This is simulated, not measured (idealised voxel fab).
This is a process module. Its name is voxel wiring stack.
Square cells of 5 nm make up the cross-section cut, whose width is 205 nm.
How to read a cross-section here: the picture is a grid of square cells, written as bands going from the top down, and any band can span one or more rows of cells. Top, bottom (nm), then materials left to right with widths (nm); lone material tagged "everywhere" fills the whole band edge to edge; "air" = empty space. Heights are measured from 0, the level below which the as-received wafer is all one material; the lowest band has no bottom and continues downward, written as in "z 0 and below". Read "30 to 40" as a graded width: first number on top, second number at the bottom, same change between each pair of neighbouring rows. Take "no change occurred" at face value: in the step it is given for, the cross-section changed in none of its cells. Enclosed voids (no open way to top), threshold 8 cells or more, entry "Enclosed void inventory", notation width x height at distance, distance from left edge, nm. It should be noted that, on the line of a given step, the content following the step's settings is a remark produced by the simulator itself with respect to that step. overlay nm: where the mask lay relative to plan, measured to the right, on steps with a mask; negatives go left.
## Planned process steps
1) RECEIVE [material Si]
2) CONFORMAL_DEP [material SiO2] [thk nm 10]
3) DIRECTIONAL_DEP [material TiN] [thk nm 5]
4) DIRECTIONAL_DEP [material Ru] [thk nm 15]
5) DIRECTIONAL_DEP [material aC] [thk nm 15]
6) PATTERN [tone cover] [mask id METAL_1] [material resist] [width nm 30] [pitch nm 60] [thk nm 35] [overlay nm 0]
7) DIRECTIONAL_ETCH [etch materials aC] [depth nm 15]
8) STRIP [etch materials resist]
9) DIRECTIONAL_ETCH [etch materials Ru] [depth nm 15]
10) DIRECTIONAL_ETCH [etch materials TiN] [depth nm 5]
11) STRIP [etch materials aC]
12) FILL_DEP [material lowk] [thk nm 5]
13) CMP [height nm 30]
14) CONFORMAL_DEP [material SiCN] [thk nm 5]
15) DIRECTIONAL_DEP [material lowk] [thk nm 25]
16) PATTERN [tone open] [mask id METAL_2] [material resist] [width nm 30] [pitch nm 60] [thk nm 20] [overlay nm 0]
17) DIRECTIONAL_ETCH [etch materials lowk] [depth nm 15]
18) STRIP [etch materials resist]
19) PATTERN [tone open] [mask id METAL_2_HOLES] [material resist] [width nm 15] [pitch nm 60] [thk nm 20] [overlay nm 0]
20) DIRECTIONAL_ETCH [etch materials lowk] [depth nm 10]
21) DIRECTIONAL_ETCH [etch materials SiCN] [depth nm 5]
22) STRIP [etch materials resist]
23) CONFORMAL_DEP [material TiN] [thk nm 5]
24) FILL_DEP [material Ru] [thk nm 5]
25) CMP [height nm 60]
26) CONFORMAL_DEP [material SiCN] [thk nm 5]
27) DIRECTIONAL_DEP [material SiO2] [thk nm 10]
28) PATTERN [tone open] [mask id PLUG_2] [material resist] [width nm 15] [pitch nm 60] [thk nm 20] [overlay nm 0]
29) DIRECTIONAL_ETCH [etch materials SiO2] [depth nm 10]
30) DIRECTIONAL_ETCH [etch materials SiCN] [depth nm 5]
31) STRIP [etch materials resist]
32) CONFORMAL_DEP [material TiN] [thk nm 5]
33) FILL_DEP [material W] [thk nm 5]
34) CMP [height nm 75]
35) CONFORMAL_DEP [material SiN] [thk nm 5]
36) DIRECTIONAL_DEP [material lowk] [thk nm 20]
37) DIRECTIONAL_DEP [material aC] [thk nm 15]
38) PATTERN [tone open] [mask id METAL_3] [material resist] [width nm 30] [pitch nm 60] [thk nm 30] [overlay nm 0]
39) DIRECTIONAL_ETCH [etch materials aC] [depth nm 15]
40) STRIP [etch materials resist]
41) DIRECTIONAL_ETCH [etch materials lowk] [depth nm 20]
42) DIRECTIONAL_ETCH [etch materials SiN] [depth nm 5]
43) STRIP [etch materials aC]
44) CONFORMAL_DEP [material TiN] [thk nm 5]
45) FILL_DEP [material Ru] [thk nm 5]
46) CMP [height nm 100]
47) CONFORMAL_DEP [material SiN] [thk nm 5]
## Shown in cross-section is the wafer as received, that is, as it stands after step 1
	z 0 and below | Si everywhere
	Enclosed void inventory: none
## Final wafer profile in cross-section after the module, from the same start and plan as above, with one mistake made during processing
	z 105 to 100 | SiN everywhere
	z 100 to 80 | lowk 55 / TiN 5 / Ru 20 / TiN 5 / lowk 30 / TiN 5 / Ru 20 / TiN 5 / lowk 60
	z 80 to 75 | SiN 55 / TiN 30 / SiN 30 / TiN 30 / SiN 60
	z 75 to 65 | SiO2 55 / TiN 5 / W 5 / TiN 5 / SiO2 45 / TiN 5 / W 5 / TiN 5 / SiO2 75
	z 65 to 60 | SiCN 55 / TiN 15 / SiCN 45 / TiN 15 / SiCN 75
	z 60 to 55 | Ru everywhere
	z 55 to 50 | TiN 60 / Ru 20 / TiN 40 / Ru 20 / TiN 65
	z 50 to 35 | lowk 55 / TiN 5 / Ru 20 / TiN 5 / lowk 30 / TiN 5 / Ru 20 / TiN 5 / lowk 60
	z 35 to 30 | SiCN 55 / TiN 30 / SiCN 30 / TiN 30 / SiCN 60
	z 30 to 15 | lowk 55 / Ru 30 / lowk 30 / Ru 30 / lowk 60
	z 15 to 10 | lowk 55 / TiN 30 / lowk 30 / TiN 30 / lowk 60
	z 10 to 0 | SiO2 everywhere
	z 0 and below | Si everywhere
	Enclosed void inventory: none
Diagnosis: step 19 of the plan did not run at all; it was left out
